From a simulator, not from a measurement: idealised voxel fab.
The document below concerns the process module designated voxel gate over fins.
Displayed cross-section: cut, width of 170 nm, square cells sized 5 nm.
Just so we're on the same page, the cross-sections are grids of square cells, and they're listed out in bands top to bottom, each band one or more rows deep.
Heights first: top, then bottom, in nm. Then materials, left to right, each with a width in nm. "everywhere" on a single material: fills the band edge to edge. "air": empty space.
Heights from 0 (as-received wafer is one material below). Bottom band endless downward, as "0..down".
A width such as "30->40" changes by the same amount from each row of cells to the next, from the band's top row to its bottom row.
"nothing was modified" after a step means that no cell of the cross-section changed.
Look at "Closed void register" for the closed voids: empty spaces with no open path to the top, sized 8 cells or up. Each is width x height at distance, distance from the left edge, all nm.
On a step's line, text after the settings is the simulator commenting on that step.
overlay nm: step with mask; distance mask lay right of planned place; negative value = left of planned place.
[Listed below are the process steps as planned]
- 1: RECEIVE,material Si
- 2: CONFORMAL_DEP,material SiN,thk nm 5
- 3: DIRECTIONAL_DEP,material aC,thk nm 15
- 4: PATTERN,tone cover,mask id FINS,material resist,width nm 15,pitch nm 50,thk nm 30,overlay nm 0
- 5: DIRECTIONAL_ETCH,etch materials aC,depth nm 15
- 6: STRIP,etch materials resist
- 7: DIRECTIONAL_ETCH,etch materials SiN,depth nm 5
- 8: DIRECTIONAL_ETCH,etch materials Si,depth nm 30
- 9: STRIP,etch materials aC
- 10: FILL_DEP,material SiO2,thk nm 5
- 11: CMP,height nm 5
- 12: DIRECTIONAL_DEP,material aC,thk nm 10
- 13: PATTERN,tone open,mask id RAIL,material resist,width nm 15,thk nm 30,overlay nm 0
- 14: DIRECTIONAL_ETCH,etch materials aC,depth nm 10
- 15: STRIP,etch materials resist
- 16: DIRECTIONAL_ETCH,etch materials SiO2,depth nm 30
- 17: STRIP,etch materials aC
- 18: CONFORMAL_DEP,material TiN,thk nm 5
- 19: FILL_DEP,material W,thk nm 5
- 20: CMP,height nm 5
- 21: SELECTIVE_ETCH,etch materials W Ru TiN,depth nm 25
- 22: FILL_DEP,material SiO2,thk nm 5
- 23: CMP,height nm 5
- 24: SELECTIVE_ETCH,etch materials SiO2,depth nm 20
- 25: STRIP,etch materials SiN
- 26: CONFORMAL_DEP,material HfO2,thk nm 5
- 27: CONFORMAL_DEP,material TiN,thk nm 5
- 28: FILL_DEP,material W,thk nm 10
- 29: CMP,height nm 15
- 30: CONFORMAL_DEP,material SiN,thk nm 10
[As-received state of the wafer in cross-section, equivalent to post-step 1]
> 0..down | Si everywhere
> Closed void register: none
[Run as planned - first of the two wafers cross-sectioned at the end of the module]
> 25..15 | SiN everywhere
> 15..10 | W everywhere
> 10..5 | W=40; TiN=35; W=15; TiN=35; W=45
> 5..0 | W=40; TiN=5; HfO2=25; TiN=5; W=15; TiN=5; HfO2=25; TiN=5; W=45
> 0..-5 | W=40; TiN=5; HfO2=5; Si=15; HfO2=5; TiN=5; W=15; TiN=5; HfO2=5; Si=15; HfO2=5; TiN=5; W=45
> -5..-10 | TiN=45; HfO2=5; Si=15; HfO2=5; TiN=25; HfO2=5; Si=15; HfO2=5; TiN=50
> -10..-15 | HfO2=50; Si=15; HfO2=35; Si=15; HfO2=55
> -15..-20 | SiO2=50; Si=15; SiO2=35; Si=15; SiO2=55
> -20..-25 | SiO2=50; Si=15; SiO2=10; TiN=15; SiO2=10; Si=15; SiO2=55
> -25..-30 | SiO2=50; Si=15; SiO2=35; Si=15; SiO2=55
> -30..down | Si everywhere
> Closed void register: none
[Second of two wafers, module complete, sectioned: it shares the first wafer's start and plan but was run with one mistake]
> 25..15 | SiN everywhere
> 15..10 | W everywhere
> 10..5 | W=40; TiN=35; W=15; TiN=35; W=45
> 5..0 | W=40; TiN=5; HfO2=25; TiN=5; W=15; TiN=5; HfO2=25; TiN=5; W=45
> 0..-5 | W=40; TiN=5; HfO2=5; Si=15; HfO2=5; TiN=5; W=15; TiN=5; HfO2=5; Si=15; HfO2=5; TiN=5; W=45
> -5..-10 | TiN=45; HfO2=5; Si=15; HfO2=5; TiN=25; HfO2=5; Si=15; HfO2=5; TiN=50
> -10..-15 | HfO2=50; Si=15; HfO2=35; Si=15; HfO2=55
> -15..-20 | SiO2=50; Si=15; SiO2=35; Si=15; SiO2=55
> -20..-25 | SiO2=50; Si=15; SiO2=5; TiN=25; SiO2=5; Si=15; SiO2=55
> -25..-30 | SiO2=50; Si=15; SiO2=35; Si=15; SiO2=55
> -30..down | Si everywhere
> Closed void register: none
Misprocessing identified: the process deviated at step 13: the operation and settings actually run there were PATTERN,tone open,mask id RAIL,material resist,width nm 25,thk nm 30,overlay nm 0
Cell-count delta at end, second wafer over first, by material: -2 SiO2, +2 TiN
